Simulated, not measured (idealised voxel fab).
Presented below is a process module, voxel gate over fins.
Each square cell in cross-section cut measures 5 nm, and the section as a whole is 275 nm wide.
The cross-sections in this document take the form of a grid made of square cells. They are written out as bands, in order from top to bottom. Each band consists of one or more rows of cells.
Heights first: top, then bottom, in nm. Then materials, left to right, each with a width in nm. "edge to edge" on a single material: fills the band edge to edge. "blank": empty space.
Zero point of the height axis is 0; under it, received wafer = one material. Lowest band: continues down indefinitely, "0 down".
So if you see something like "30..40" for the width, read it as the top row of the band sitting at the first number and the bottom row at the second, with every row in between moving by the same amount as the last.
Key: "no modifications" - step with no changed cell in the cross-section.
Heads up: "Sealed voids" only lists the empty pockets with no open path to the top that are 8 cells or more, and it writes them as width x height at distance, distance from the left edge, in nm.
Past the settings on a step's line: simulator remark, on that step.
Among the settings permitted on a step's line is "overlay nm"; applied to a step with a mask, it specifies the extent to which the mask lay to the right of its planned position, whereas a negative figure signifies a position to the left.
The remainder of this document consists of a sequence of paired cross-sections. Each pair presents the cross-section prior to one process step together with the cross-section following it, the latter being rendered only as deep as the lowest band that underwent change. The intervening step, together with its settings, is stated beneath each pair. Because the pairs may originate from different runs of this module on the same starting wafer, a given pair is to be read as continuing from the preceding pair only where its entry headed "Prior to processing" so indicates.

**Prior to processing**
> 0 down | Si edge to edge
> Sealed voids: none

**Post-Step Appearance**
> 5 to 0 | SiN edge to edge
> Everything under 0 stays put, no change at all.
> Sealed voids: none
What was done to get from the before section above to the after section? CONFORMAL_DEP with material SiN, thk nm 5

Prior to processing: nothing new to draw here, it's the after view of the pair just above.

**Post-Step Appearance**
> 20 to 5 | 100 blank; 15 resist; 40 blank; 15 resist; 105 blank
> Everything under 5 stays put, no change at all.
> Sealed voids: none
What was done to get from the before section above to the after section? PATTERN with tone cover, mask id FINS, material resist, width nm 15, pitch nm 55, thk nm 15, overlay nm 0

Prior to processing: nothing new to draw here, it's the after view of the pair just above.

**Post-Step Appearance**
> 20 to 5 | 100 blank; 15 resist; 40 blank; 15 resist; 105 blank
> 5 to 0 | 100 blank; 15 SiN; 40 blank; 15 SiN; 105 blank
> Everything under 0 stays put, no change at all.
> Sealed voids: none
What was done to get from the before section above to the after section? DIRECTIONAL_ETCH with etch materials SiN, depth nm 5

Prior to processing: nothing new to draw here, it's the after view of the pair just above.

**Post-Step Appearance**
> 20 to 5 | 100 blank; 15 resist; 40 blank; 15 resist; 105 blank
> 5 to 0 | 100 blank; 15 SiN; 40 blank; 15 SiN; 105 blank
> 0 to -30 | 100 blank; 15 Si; 40 blank; 15 Si; 105 blank
> Everything under -30 stays put, no change at all.
> Sealed voids: none
What was done to get from the before section above to the after section? DIRECTIONAL_ETCH with etch materials Si, depth nm 30

Prior to processing: nothing new to draw here, it's the after view of the pair just above.

**Post-Step Appearance**
> 5 to 0 | 100 blank; 15 SiN; 40 blank; 15 SiN; 105 blank
> Everything under 0 stays put, no change at all.
> Sealed voids: none
What was done to get from the before section above to the after section? STRIP with etch materials resist

Prior to processing: nothing new to draw here, it's the after view of the pair just above.

**Post-Step Appearance**
> 15 to 5 | SiO2 edge to edge
> 5 to 0 | 100 SiO2; 15 SiN; 40 SiO2; 15 SiN; 105 SiO2
> 0 to -30 | 100 SiO2; 15 Si; 40 SiO2; 15 Si; 105 SiO2
> Everything under -30 stays put, no change at all.
> Sealed voids: none
What was done to get from the before section above to the after section? FILL_DEP with material SiO2, thk nm 10

Prior to processing: nothing new to draw here, it's the after view of the pair just above.

**Post-Step Appearance**
> 5 to 0 | 100 SiO2; 15 SiN; 40 SiO2; 15 SiN; 105 SiO2
> Everything under 0 stays put, no change at all.
> Sealed voids: none
What was done to get from the before section above to the after section? CMP with height nm 5

Prior to processing: nothing new to draw here, it's the after view of the pair just above.

**Post-Step Appearance**
> 5 to 0 | 100 SiO2; 15 SiN; 10 SiO2; 15 blank; 15 SiO2; 15 SiN; 105 SiO2
> 0 to -25 | 100 SiO2; 15 Si; 10 SiO2; 15 blank; 15 SiO2; 15 Si; 105 SiO2
> Everything under -25 stays put, no change at all.
> Sealed voids: none
What was done to get from the before section above to the after section? MASKED_ETCH with tone open, mask id RAIL, width nm 15, etch materials SiO2, depth nm 30, overlay nm 0

Prior to processing: nothing new to draw here, it's the after view of the pair just above.

**Post-Step Appearance**
> 10 to 5 | 130 TiN; 5 blank; 140 TiN
> 5 to 0 | 100 SiO2; 15 SiN; 10 SiO2; 5 TiN; 5 blank; 5 TiN; 15 SiO2; 15 SiN; 105 SiO2
> 0 to -20 | 100 SiO2; 15 Si; 10 SiO2; 5 TiN; 5 blank; 5 TiN; 15 SiO2; 15 Si; 105 SiO2
> -20 to -25 | 100 SiO2; 15 Si; 10 SiO2; 15 TiN; 15 SiO2; 15 Si; 105 SiO2
> Everything under -25 stays put, no change at all.
> Sealed voids: none
What was done to get from the before section above to the after section? CONFORMAL_DEP with material TiN, thk nm 5

Prior to processing: nothing new to draw here, it's the after view of the pair just above.

**Post-Step Appearance**
> 15 to 10 | W edge to edge
> 10 to 5 | 130 TiN; 5 W; 140 TiN
> 5 to 0 | 100 SiO2; 15 SiN; 10 SiO2; 5 TiN; 5 W; 5 TiN; 15 SiO2; 15 SiN; 105 SiO2
> 0 to -20 | 100 SiO2; 15 Si; 10 SiO2; 5 TiN; 5 W; 5 TiN; 15 SiO2; 15 Si; 105 SiO2
> Everything under -20 stays put, no change at all.
> Sealed voids: none
What was done to get from the before section above to the after section? FILL_DEP with material W, thk nm 5

Prior to processing: nothing new to draw here, it's the after view of the pair just above.

**Post-Step Appearance**
> 5 to 0 | 100 SiO2; 15 SiN; 10 SiO2; 5 TiN; 5 W; 5 TiN; 15 SiO2; 15 SiN; 105 SiO2
> Everything under 0 stays put, no change at all.
> Sealed voids: none
What was done to get from the before section above to the after section? CMP with height nm 5

Prior to processing: nothing new to draw here, it's the after view of the pair just above.

**Post-Step Appearance**
> 5 to 0 | 100 SiO2; 15 SiN; 10 SiO2; 15 blank; 15 SiO2; 15 SiN; 105 SiO2
> 0 to -15 | 100 SiO2; 15 Si; 10 SiO2; 15 blank; 15 SiO2; 15 Si; 105 SiO2
> Everything under -15 stays put, no change at all.
> Sealed voids: none
What was done to get from the before section above to the after section? SELECTIVE_ETCH with etch materials W Ru TiN, depth nm 20

Prior to processing: nothing new to draw here, it's the after view of the pair just above.

**Post-Step Appearance**
> 10 to 5 | SiO2 edge to edge
> 5 to 0 | 100 SiO2; 15 SiN; 40 SiO2; 15 SiN; 105 SiO2
> 0 to -15 | 100 SiO2; 15 Si; 40 SiO2; 15 Si; 105 SiO2
> Everything under -15 stays put, no change at all.
> Sealed voids: none
What was done to get from the before section above to the after section? FILL_DEP with material SiO2, thk nm 5

Prior to processing: nothing new to draw here, it's the after view of the pair just above.

**Post-Step Appearance**
> 5 to 0 | 100 SiO2; 15 SiN; 40 SiO2; 15 SiN; 105 SiO2
> Everything under 0 stays put, no change at all.
> Sealed voids: none
What was done to get from the before section above to the after section? CMP with height nm 5

Prior to processing: nothing new to draw here, it's the after view of the pair just above.

**Post-Step Appearance**
> 5 to 0 | 100 blank; 15 SiN; 40 blank; 15 SiN; 105 blank
> 0 to -10 | 100 blank; 15 Si; 40 blank; 15 Si; 105 blank
> Everything under -10 stays put, no change at all.
> Sealed voids: none
What was done to get from the before section above to the after section? SELECTIVE_ETCH with etch materials SiO2, depth nm 15

Prior to processing: nothing new to draw here, it's the after view of the pair just above.

**Post-Step Appearance**
> 0 to -10 | 100 blank; 15 Si; 40 blank; 15 Si; 105 blank
> Everything under -10 stays put, no change at all.
> Sealed voids: none
What was done to get from the before section above to the after section? STRIP with etch materials SiN

Prior to processing: nothing new to draw here, it's the after view of the pair just above.

**Post-Step Appearance**
> 5 to 0 | 95 blank; 25 HfO2; 30 blank; 25 HfO2; 100 blank
> 0 to -5 | 95 blank; 5 HfO2; 15 Si; 5 HfO2; 30 blank; 5 HfO2; 15 Si; 5 HfO2; 100 blank
> -5 to -10 | 100 HfO2; 15 Si; 40 HfO2; 15 Si; 105 HfO2
> Everything under -10 stays put, no change at all.
> Sealed voids: none
What was done to get from the before section above to the after section? CONFORMAL_DEP with material HfO2, thk nm 5

Prior to processing: nothing new to draw here, it's the after view of the pair just above.

**Post-Step Appearance**
> 10 to 5 | 90 blank; 35 TiN; 20 blank; 35 TiN; 95 blank
> 5 to 0 | 90 blank; 5 TiN; 25 HfO2; 5 TiN; 20 blank; 5 TiN; 25 HfO2; 5 TiN; 95 blank
> 0 to -5 | 95 TiN; 5 HfO2; 15 Si; 5 HfO2; 30 TiN; 5 HfO2; 15 Si; 5 HfO2; 100 TiN
> Everything under -5 stays put, no change at all.
> Sealed voids: none
What was done to get from the before section above to the after section? CONFORMAL_DEP with material TiN, thk nm 5

Prior to processing: nothing new to draw here, it's the after view of the pair just above.

**Post-Step Appearance**
> 15 to 10 | 85 blank; 45 TiAl; 10 blank; 45 TiAl; 90 blank
> 10 to 5 | 85 blank; 5 TiAl; 35 TiN; 5 TiAl; 10 blank; 5 TiAl; 35 TiN; 5 TiAl; 90 blank
> 5 to 0 | 90 TiAl; 5 TiN; 25 HfO2; 5 TiN; 20 TiAl; 5 TiN; 25 HfO2; 5 TiN; 95 TiAl
> Everything under 0 stays put, no change at all.
> Sealed voids: none
What was done to get from the before section above to the after section? CONFORMAL_DEP with material TiAl, thk nm 5

Prior to processing: nothing new to draw here, it's the after view of the pair just above.

**Post-Step Appearance**
> 20 to 15 | 80 blank; 110 TiN; 85 blank
> 15 to 10 | 80 blank; 5 TiN; 45 TiAl; 10 TiN; 45 TiAl; 5 TiN; 85 blank
> 10 to 5 | 85 TiN; 5 TiAl; 35 TiN; 5 TiAl; 10 TiN; 5 TiAl; 35 TiN; 5 TiAl; 90 TiN
> Everything under 5 stays put, no change at all.
> Sealed voids: none
What was done to get from the before section above to the after section? CONFORMAL_DEP with material TiN, thk nm 5

Prior to processing: nothing new to draw here, it's the after view of the pair just above.

**Post-Step Appearance**
> 35 to 20 | W edge to edge
> 20 to 15 | 80 W; 110 TiN; 85 W
> 15 to 10 | 80 W; 5 TiN; 45 TiAl; 10 TiN; 45 TiAl; 5 TiN; 85 W
> Everything under 10 stays put, no change at all.
> Sealed voids: none
What was done to get from the before section above to the after section? FILL_DEP with material W, thk nm 15

Prior to processing: nothing new to draw here, it's the after view of the pair just above.

**Post-Step Appearance**
> 30 to 20 | W edge to edge
> Everything under 20 stays put, no change at all.
> Sealed voids: none
What was done to get from the before section above to the after section? CMP with height nm 30

Prior to processing: nothing new to draw here, it's the after view of the pair just above.

**Post-Step Appearance**
> 40 to 30 | SiN edge to edge
> Everything under 30 stays put, no change at all.
> Sealed voids: none
What was done to get from the before section above to the after section? CONFORMAL_DEP with material SiN, thk nm 10

**Prior to processing**
> 0 to -10 | 100 blank; 15 Si; 40 blank; 15 Si; 105 blank
> -10 to -15 | 100 SiO2; 15 Si; 40 SiO2; 15 Si; 105 SiO2
> -15 to -20 | 100 SiO2; 15 Si; 10 SiO2; 5 TiN; 5 W; 5 TiN; 15 SiO2; 15 Si; 105 SiO2
> -20 to -25 | 100 SiO2; 15 Si; 10 SiO2; 15 TiN; 15 SiO2; 15 Si; 105 SiO2
> -25 to -30 | 100 SiO2; 15 Si; 40 SiO2; 15 Si; 105 SiO2
> -30 down | Si edge to edge
> Sealed voids: none

**Post-Step Appearance**
> 5 to 0 | 95 blank; 25 TiN; 30 blank; 25 TiN; 100 blank
> 0 to -5 | 95 blank; 5 TiN; 15 Si; 5 TiN; 30 blank; 5 TiN; 15 Si; 5 TiN; 100 blank
> -5 to -10 | 100 TiN; 15 Si; 40 TiN; 15 Si; 105 TiN
> Everything under -10 stays put, no change at all.
> Sealed voids: none
What was done to get from the before section above to the after section? CONFORMAL_DEP with material TiN, thk nm 5

Prior to processing: nothing new to draw here, it's the after view of the pair just above.

**Post-Step Appearance**
> 10 to 5 | 90 blank; 35 TiAl; 20 blank; 35 TiAl; 95 blank
> 5 to 0 | 90 blank; 5 TiAl; 25 TiN; 5 TiAl; 20 blank; 5 TiAl; 25 TiN; 5 TiAl; 95 blank
> 0 to -5 | 95 TiAl; 5 TiN; 15 Si; 5 TiN; 30 TiAl; 5 TiN; 15 Si; 5 TiN; 100 TiAl
> Everything under -5 stays put, no change at all.
> Sealed voids: none
What was done to get from the before section above to the after section? CONFORMAL_DEP with material TiAl, thk nm 5

Prior to processing: nothing new to draw here, it's the after view of the pair just above.

**Post-Step Appearance**
> 15 to 10 | 85 blank; 45 TiN; 10 blank; 45 TiN; 90 blank
> 10 to 5 | 85 blank; 5 TiN; 35 TiAl; 5 TiN; 10 blank; 5 TiN; 35 TiAl; 5 TiN; 90 blank
> 5 to 0 | 90 TiN; 5 TiAl; 25 TiN; 5 TiAl; 20 TiN; 5 TiAl; 25 TiN; 5 TiAl; 95 TiN
> Everything under 0 stays put, no change at all.
> Sealed voids: none
What was done to get from the before section above to the after section? CONFORMAL_DEP with material TiN, thk nm 5

Prior to processing: nothing new to draw here, it's the after view of the pair just above.

**Post-Step Appearance**
> 30 to 15 | W edge to edge
> 15 to 10 | 85 W; 45 TiN; 10 W; 45 TiN; 90 W
> 10 to 5 | 85 W; 5 TiN; 35 TiAl; 5 TiN; 10 W; 5 TiN; 35 TiAl; 5 TiN; 90 W
> Everything under 5 stays put, no change at all.
> Sealed voids: none
What was done to get from the before section above to the after section? FILL_DEP with material W, thk nm 15

Prior to processing: nothing new to draw here, it's the after view of the pair just above.

**Post-Step Appearance**
> 40 to 30 | SiN edge to edge
> Everything under 30 stays put, no change at all.
> Sealed voids: none
What was done to get from the before section above to the after section? CONFORMAL_DEP with material SiN, thk nm 10

**Prior to processing**
> 20 to 5 | 100 blank; 15 resist; 40 blank; 15 resist; 105 blank
> 5 to 0 | 100 blank; 15 SiN; 40 blank; 15 SiN; 105 blank
> 0 to -30 | 100 blank; 15 Si; 40 blank; 15 Si; 105 blank
> -30 down | Si edge to edge
> Sealed voids: none

**Post-Step Appearance**
> 20 to 5 | 100 blank; 15 resist; 40 blank; 15 resist; 105 blank
> 5 to 0 | 100 blank; 15 SiN; 40 blank; 15 SiN; 105 blank
> 0 to -60 | 100 blank; 15 Si; 40 blank; 15 Si; 105 blank
> Everything under -60 stays put, no change at all.
> Sealed voids: none
What was done to get from the before section above to the after section? DIRECTIONAL_ETCH with etch materials Si, depth nm 30

Prior to processing: nothing new to draw here, it's the after view of the pair just above.

**Post-Step Appearance**
> 5 to 0 | 100 blank; 15 SiN; 40 blank; 15 SiN; 105 blank
> Everything under 0 stays put, no change at all.
> Sealed voids: none
What was done to get from the before section above to the after section? STRIP with etch materials resist

Prior to processing: nothing new to draw here, it's the after view of the pair just above.

**Post-Step Appearance**
> 15 to 5 | SiO2 edge to edge
> 5 to 0 | 100 SiO2; 15 SiN; 40 SiO2; 15 SiN; 105 SiO2
> 0 to -60 | 100 SiO2; 15 Si; 40 SiO2; 15 Si; 105 SiO2
> Everything under -60 stays put, no change at all.
> Sealed voids: none
What was done to get from the before section above to the after section? FILL_DEP with material SiO2, thk nm 10

Prior to processing: nothing new to draw here, it's the after view of the pair just above.

**Post-Step Appearance**
> 5 to 0 | 100 SiO2; 15 SiN; 40 SiO2; 15 SiN; 105 SiO2
> Everything under 0 stays put, no change at all.
> Sealed voids: none
What was done to get from the before section above to the after section? CMP with height nm 5

Prior to processing: nothing new to draw here, it's the after view of the pair just above.

**Post-Step Appearance**
> 5 to 0 | 100 SiO2; 15 SiN; 10 SiO2; 15 blank; 15 SiO2; 15 SiN; 105 SiO2
> 0 to -25 | 100 SiO2; 15 Si; 10 SiO2; 15 blank; 15 SiO2; 15 Si; 105 SiO2
> Everything under -25 stays put, no change at all.
> Sealed voids: none
What was done to get from the before section above to the after section? MASKED_ETCH with tone open, mask id RAIL, width nm 15, etch materials SiO2, depth nm 30, overlay nm 0

Prior to processing: nothing new to draw here, it's the after view of the pair just above.

**Post-Step Appearance**
> 10 to 5 | 130 TiN; 5 blank; 140 TiN
> 5 to 0 | 100 SiO2; 15 SiN; 10 SiO2; 5 TiN; 5 blank; 5 TiN; 15 SiO2; 15 SiN; 105 SiO2
> 0 to -20 | 100 SiO2; 15 Si; 10 SiO2; 5 TiN; 5 blank; 5 TiN; 15 SiO2; 15 Si; 105 SiO2
> -20 to -25 | 100 SiO2; 15 Si; 10 SiO2; 15 TiN; 15 SiO2; 15 Si; 105 SiO2
> Everything under -25 stays put, no change at all.
> Sealed voids: none
What was done to get from the before section above to the after section? CONFORMAL_DEP with material TiN, thk nm 5

Prior to processing: nothing new to draw here, it's the after view of the pair just above.

**Post-Step Appearance**
> 15 to 10 | W edge to edge
> 10 to 5 | 130 TiN; 5 W; 140 TiN
> 5 to 0 | 100 SiO2; 15 SiN; 10 SiO2; 5 TiN; 5 W; 5 TiN; 15 SiO2; 15 SiN; 105 SiO2
> 0 to -20 | 100 SiO2; 15 Si; 10 SiO2; 5 TiN; 5 W; 5 TiN; 15 SiO2; 15 Si; 105 SiO2
> Everything under -20 stays put, no change at all.
> Sealed voids: none
What was done to get from the before section above to the after section? FILL_DEP with material W, thk nm 5

Prior to processing: nothing new to draw here, it's the after view of the pair just above.

**Post-Step Appearance**
> 5 to 0 | 100 SiO2; 15 SiN; 10 SiO2; 5 TiN; 5 W; 5 TiN; 15 SiO2; 15 SiN; 105 SiO2
> Everything under 0 stays put, no change at all.
> Sealed voids: none
What was done to get from the before section above to the after section? CMP with height nm 5

Prior to processing: nothing new to draw here, it's the after view of the pair just above.

**Post-Step Appearance**
> 5 to 0 | 100 SiO2; 15 SiN; 10 SiO2; 15 blank; 15 SiO2; 15 SiN; 105 SiO2
> 0 to -15 | 100 SiO2; 15 Si; 10 SiO2; 15 blank; 15 SiO2; 15 Si; 105 SiO2
> Everything under -15 stays put, no change at all.
> Sealed voids: none
What was done to get from the before section above to the after section? SELECTIVE_ETCH with etch materials W Ru TiN, depth nm 20

Prior to processing: nothing new to draw here, it's the after view of the pair just above.

**Post-Step Appearance**
> 10 to 5 | SiO2 edge to edge
> 5 to 0 | 100 SiO2; 15 SiN; 40 SiO2; 15 SiN; 105 SiO2
> 0 to -15 | 100 SiO2; 15 Si; 40 SiO2; 15 Si; 105 SiO2
> Everything under -15 stays put, no change at all.
> Sealed voids: none
What was done to get from the before section above to the after section? FILL_DEP with material SiO2, thk nm 5

Prior to processing: nothing new to draw here, it's the after view of the pair just above.

**Post-Step Appearance**
> 5 to 0 | 100 SiO2; 15 SiN; 40 SiO2; 15 SiN; 105 SiO2
> Everything under 0 stays put, no change at all.
> Sealed voids: none
What was done to get from the before section above to the after section? CMP with height nm 5

Prior to processing: nothing new to draw here, it's the after view of the pair just above.

**Post-Step Appearance**
> 5 to 0 | 100 blank; 15 SiN; 40 blank; 15 SiN; 105 blank
> 0 to -10 | 100 blank; 15 Si; 40 blank; 15 Si; 105 blank
> Everything under -10 stays put, no change at all.
> Sealed voids: none
What was done to get from the before section above to the after section? SELECTIVE_ETCH with etch materials SiO2, depth nm 15

Prior to processing: nothing new to draw here, it's the after view of the pair just above.

**Post-Step Appearance**
> 0 to -10 | 100 blank; 15 Si; 40 blank; 15 Si; 105 blank
> Everything under -10 stays put, no change at all.
> Sealed voids: none
What was done to get from the before section above to the after section? STRIP with etch materials SiN

Prior to processing: nothing new to draw here, it's the after view of the pair just above.

**Post-Step Appearance**
> 5 to 0 | 95 blank; 25 HfO2; 30 blank; 25 HfO2; 100 blank
> 0 to -5 | 95 blank; 5 HfO2; 15 Si; 5 HfO2; 30 blank; 5 HfO2; 15 Si; 5 HfO2; 100 blank
> -5 to -10 | 100 HfO2; 15 Si; 40 HfO2; 15 Si; 105 HfO2
> Everything under -10 stays put, no change at all.
> Sealed voids: none
What was done to get from the before section above to the after section? CONFORMAL_DEP with material HfO2, thk nm 5

Prior to processing: nothing new to draw here, it's the after view of the pair just above.

**Post-Step Appearance**
> 10 to 5 | 90 blank; 35 TiN; 20 blank; 35 TiN; 95 blank
> 5 to 0 | 90 blank; 5 TiN; 25 HfO2; 5 TiN; 20 blank; 5 TiN; 25 HfO2; 5 TiN; 95 blank
> 0 to -5 | 95 TiN; 5 HfO2; 15 Si; 5 HfO2; 30 TiN; 5 HfO2; 15 Si; 5 HfO2; 100 TiN
> Everything under -5 stays put, no change at all.
> Sealed voids: none
What was done to get from the before section above to the after section? CONFORMAL_DEP with material TiN, thk nm 5

Prior to processing: nothing new to draw here, it's the after view of the pair just above.

**Post-Step Appearance**
> 15 to 10 | 85 blank; 45 TiAl; 10 blank; 45 TiAl; 90 blank
> 10 to 5 | 85 blank; 5 TiAl; 35 TiN; 5 TiAl; 10 blank; 5 TiAl; 35 TiN; 5 TiAl; 90 blank
> 5 to 0 | 90 TiAl; 5 TiN; 25 HfO2; 5 TiN; 20 TiAl; 5 TiN; 25 HfO2; 5 TiN; 95 TiAl
> Everything under 0 stays put, no change at all.
> Sealed voids: none
What was done to get from the before section above to the after section? CONFORMAL_DEP with material TiAl, thk nm 5

Prior to processing: nothing new to draw here, it's the after view of the pair just above.

**Post-Step Appearance**
> 20 to 15 | 80 blank; 110 TiN; 85 blank
> 15 to 10 | 80 blank; 5 TiN; 45 TiAl; 10 TiN; 45 TiAl; 5 TiN; 85 blank
> 10 to 5 | 85 TiN; 5 TiAl; 35 TiN; 5 TiAl; 10 TiN; 5 TiAl; 35 TiN; 5 TiAl; 90 TiN
> Everything under 5 stays put, no change at all.
> Sealed voids: none
What was done to get from the before section above to the after section? CONFORMAL_DEP with material TiN, thk nm 5

Prior to processing: nothing new to draw here, it's the after view of the pair just above.

**Post-Step Appearance**
> 35 to 20 | W edge to edge
> 20 to 15 | 80 W; 110 TiN; 85 W
> 15 to 10 | 80 W; 5 TiN; 45 TiAl; 10 TiN; 45 TiAl; 5 TiN; 85 W
> Everything under 10 stays put, no change at all.
> Sealed voids: none
What was done to get from the before section above to the after section? FILL_DEP with material W, thk nm 15

Prior to processing: nothing new to draw here, it's the after view of the pair just above.

**Post-Step Appearance**
> 30 to 20 | W edge to edge
> Everything under 20 stays put, no change at all.
> Sealed voids: none
What was done to get from the before section above to the after section? CMP with height nm 30

Prior to processing: nothing new to draw here, it's the after view of the pair just above.

**Post-Step Appearance**
> 40 to 30 | SiN edge to edge
> Everything under 30 stays put, no change at all.
> Sealed voids: none
What was done to get from the before section above to the after section? CONFORMAL_DEP with material SiN, thk nm 10

**Prior to processing**
> 5 to 0 | 95 blank; 25 HfO2; 30 blank; 25 HfO2; 100 blank
> 0 to -5 | 95 blank; 5 HfO2; 15 Si; 5 HfO2; 30 blank; 5 HfO2; 15 Si; 5 HfO2; 100 blank
> -5 to -10 | 100 HfO2; 15 Si; 40 HfO2; 15 Si; 105 HfO2
> -10 to -15 | 100 SiO2; 15 Si; 40 SiO2; 15 Si; 105 SiO2
> -15 to -20 | 100 SiO2; 15 Si; 10 SiO2; 5 TiN; 5 W; 5 TiN; 15 SiO2; 15 Si; 105 SiO2
> -20 to -25 | 100 SiO2; 15 Si; 10 SiO2; 15 TiN; 15 SiO2; 15 Si; 105 SiO2
> -25 to -30 | 100 SiO2; 15 Si; 40 SiO2; 15 Si; 105 SiO2
> -30 down | Si edge to edge
> Sealed voids: none

**Post-Step Appearance**
> 10 to 5 | 90 blank; 35 TiAl; 20 blank; 35 TiAl; 95 blank
> 5 to 0 | 90 blank; 5 TiAl; 25 HfO2; 5 TiAl; 20 blank; 5 TiAl; 25 HfO2; 5 TiAl; 95 blank
> 0 to -5 | 95 TiAl; 5 HfO2; 15 Si; 5 HfO2; 30 TiAl; 5 HfO2; 15 Si; 5 HfO2; 100 TiAl
> Everything under -5 stays put, no change at all.
> Sealed voids: none
What was done to get from the before section above to the after section? CONFORMAL_DEP with material TiAl, thk nm 5

Prior to processing: nothing new to draw here, it's the after view of the pair just above.

**Post-Step Appearance**
> 15 to 10 | 85 blank; 45 TiN; 10 blank; 45 TiN; 90 blank
> 10 to 5 | 85 blank; 5 TiN; 35 TiAl; 5 TiN; 10 blank; 5 TiN; 35 TiAl; 5 TiN; 90 blank
> 5 to 0 | 90 TiN; 5 TiAl; 25 HfO2; 5 TiAl; 20 TiN; 5 TiAl; 25 HfO2; 5 TiAl; 95 TiN
> Everything under 0 stays put, no change at all.
> Sealed voids: none
What was done to get from the before section above to the after section? CONFORMAL_DEP with material TiN, thk nm 5

Prior to processing: nothing new to draw here, it's the after view of the pair just above.

**Post-Step Appearance**
> 20 to 10 | 80 blank; 110 TiN; 85 blank
> 10 to 5 | 90 TiN; 35 TiAl; 20 TiN; 35 TiAl; 95 TiN
> Everything under 5 stays put, no change at all.
> Sealed voids: none
What was done to get from the before section above to the after section? CONFORMAL_DEP with material TiN, thk nm 5

Prior to processing: nothing new to draw here, it's the after view of the pair just above.

**Post-Step Appearance**
> 35 to 20 | W edge to edge
> 20 to 10 | 80 W; 110 TiN; 85 W
> Everything under 10 stays put, no change at all.
> Sealed voids: none
What was done to get from the before section above to the after section? FILL_DEP with material W, thk nm 15

Prior to processing: nothing new to draw here, it's the after view of the pair just above.

**Post-Step Appearance**
> 30 to 20 | W edge to edge
> Everything under 20 stays put, no change at all.
> Sealed voids: none
What was done to get from the before section above to the after section? CMP with height nm 30

Prior to processing: nothing new to draw here, it's the after view of the pair just above.

**Post-Step Appearance**
> 40 to 30 | SiN edge to edge
> Everything under 30 stays put, no change at all.
> Sealed voids: none
What was done to get from the before section above to the after section? CONFORMAL_DEP with material SiN, thk nm 10

**Prior to processing**
> 20 to 5 | 100 blank; 15 resist; 40 blank; 15 resist; 105 blank
> 5 to 0 | 100 blank; 15 SiN; 40 blank; 15 SiN; 105 blank
> 0 down | Si edge to edge
> Sealed voids: none

**Post-Step Appearance**
> 20 to 5 | 100 blank; 15 resist; 40 blank; 15 resist; 105 blank
> 5 to 0 | 100 blank; 15 SiN; 40 blank; 15 SiN; 105 blank
> 0 to -40 | 100 blank; 15 Si; 40 blank; 15 Si; 105 blank
> Everything under -40 stays put, no change at all.
> Sealed voids: none
What was done to get from the before section above to the after section? DIRECTIONAL_ETCH with etch materials Si, depth nm 40

Prior to processing: nothing new to draw here, it's the after view of the pair just above.

**Post-Step Appearance**
> 5 to 0 | 100 blank; 15 SiN; 40 blank; 15 SiN; 105 blank
> Everything under 0 stays put, no change at all.
> Sealed voids: none
What was done to get from the before section above to the after section? STRIP with etch materials resist

Prior to processing: nothing new to draw here, it's the after view of the pair just above.

**Post-Step Appearance**
> 15 to 5 | SiO2 edge to edge
> 5 to 0 | 100 SiO2; 15 SiN; 40 SiO2; 15 SiN; 105 SiO2
> 0 to -40 | 100 SiO2; 15 Si; 40 SiO2; 15 Si; 105 SiO2
> Everything under -40 stays put, no change at all.
> Sealed voids: none
What was done to get from the before section above to the after section? FILL_DEP with material SiO2, thk nm 10

Prior to processing: nothing new to draw here, it's the after view of the pair just above.

**Post-Step Appearance**
> 5 to 0 | 100 SiO2; 15 SiN; 40 SiO2; 15 SiN; 105 SiO2
> Everything under 0 stays put, no change at all.
> Sealed voids: none
What was done to get from the before section above to the after section? CMP with height nm 5

Prior to processing: nothing new to draw here, it's the after view of the pair just above.

**Post-Step Appearance**
> 5 to 0 | 100 SiO2; 15 SiN; 10 SiO2; 15 blank; 15 SiO2; 15 SiN; 105 SiO2
> 0 to -25 | 100 SiO2; 15 Si; 10 SiO2; 15 blank; 15 SiO2; 15 Si; 105 SiO2
> Everything under -25 stays put, no change at all.
> Sealed voids: none
What was done to get from the before section above to the after section? MASKED_ETCH with tone open, mask id RAIL, width nm 15, etch materials SiO2, depth nm 30, overlay nm 0

Prior to processing: nothing new to draw here, it's the after view of the pair just above.

**Post-Step Appearance**
> 10 to 5 | 130 TiN; 5 blank; 140 TiN
> 5 to 0 | 100 SiO2; 15 SiN; 10 SiO2; 5 TiN; 5 blank; 5 TiN; 15 SiO2; 15 SiN; 105 SiO2
> 0 to -20 | 100 SiO2; 15 Si; 10 SiO2; 5 TiN; 5 blank; 5 TiN; 15 SiO2; 15 Si; 105 SiO2
> -20 to -25 | 100 SiO2; 15 Si; 10 SiO2; 15 TiN; 15 SiO2; 15 Si; 105 SiO2
> Everything under -25 stays put, no change at all.
> Sealed voids: none
What was done to get from the before section above to the after section? CONFORMAL_DEP with material TiN, thk nm 5

Prior to processing: nothing new to draw here, it's the after view of the pair just above.

**Post-Step Appearance**
> 15 to 10 | W edge to edge
> 10 to 5 | 130 TiN; 5 W; 140 TiN
> 5 to 0 | 100 SiO2; 15 SiN; 10 SiO2; 5 TiN; 5 W; 5 TiN; 15 SiO2; 15 SiN; 105 SiO2
> 0 to -20 | 100 SiO2; 15 Si; 10 SiO2; 5 TiN; 5 W; 5 TiN; 15 SiO2; 15 Si; 105 SiO2
> Everything under -20 stays put, no change at all.
> Sealed voids: none
What was done to get from the before section above to the after section? FILL_DEP with material W, thk nm 5

Prior to processing: nothing new to draw here, it's the after view of the pair just above.

**Post-Step Appearance**
> 5 to 0 | 100 SiO2; 15 SiN; 10 SiO2; 5 TiN; 5 W; 5 TiN; 15 SiO2; 15 SiN; 105 SiO2
> Everything under 0 stays put, no change at all.
> Sealed voids: none
What was done to get from the before section above to the after section? CMP with height nm 5

Prior to processing: nothing new to draw here, it's the after view of the pair just above.

**Post-Step Appearance**
> 5 to 0 | 100 SiO2; 15 SiN; 10 SiO2; 15 blank; 15 SiO2; 15 SiN; 105 SiO2
> 0 to -15 | 100 SiO2; 15 Si; 10 SiO2; 15 blank; 15 SiO2; 15 Si; 105 SiO2
> Everything under -15 stays put, no change at all.
> Sealed voids: none
What was done to get from the before section above to the after section? SELECTIVE_ETCH with etch materials W Ru TiN, depth nm 20

Prior to processing: nothing new to draw here, it's the after view of the pair just above.

**Post-Step Appearance**
> 10 to 5 | SiO2 edge to edge
> 5 to 0 | 100 SiO2; 15 SiN; 40 SiO2; 15 SiN; 105 SiO2
> 0 to -15 | 100 SiO2; 15 Si; 40 SiO2; 15 Si; 105 SiO2
> Everything under -15 stays put, no change at all.
> Sealed voids: none
What was done to get from the before section above to the after section? FILL_DEP with material SiO2, thk nm 5
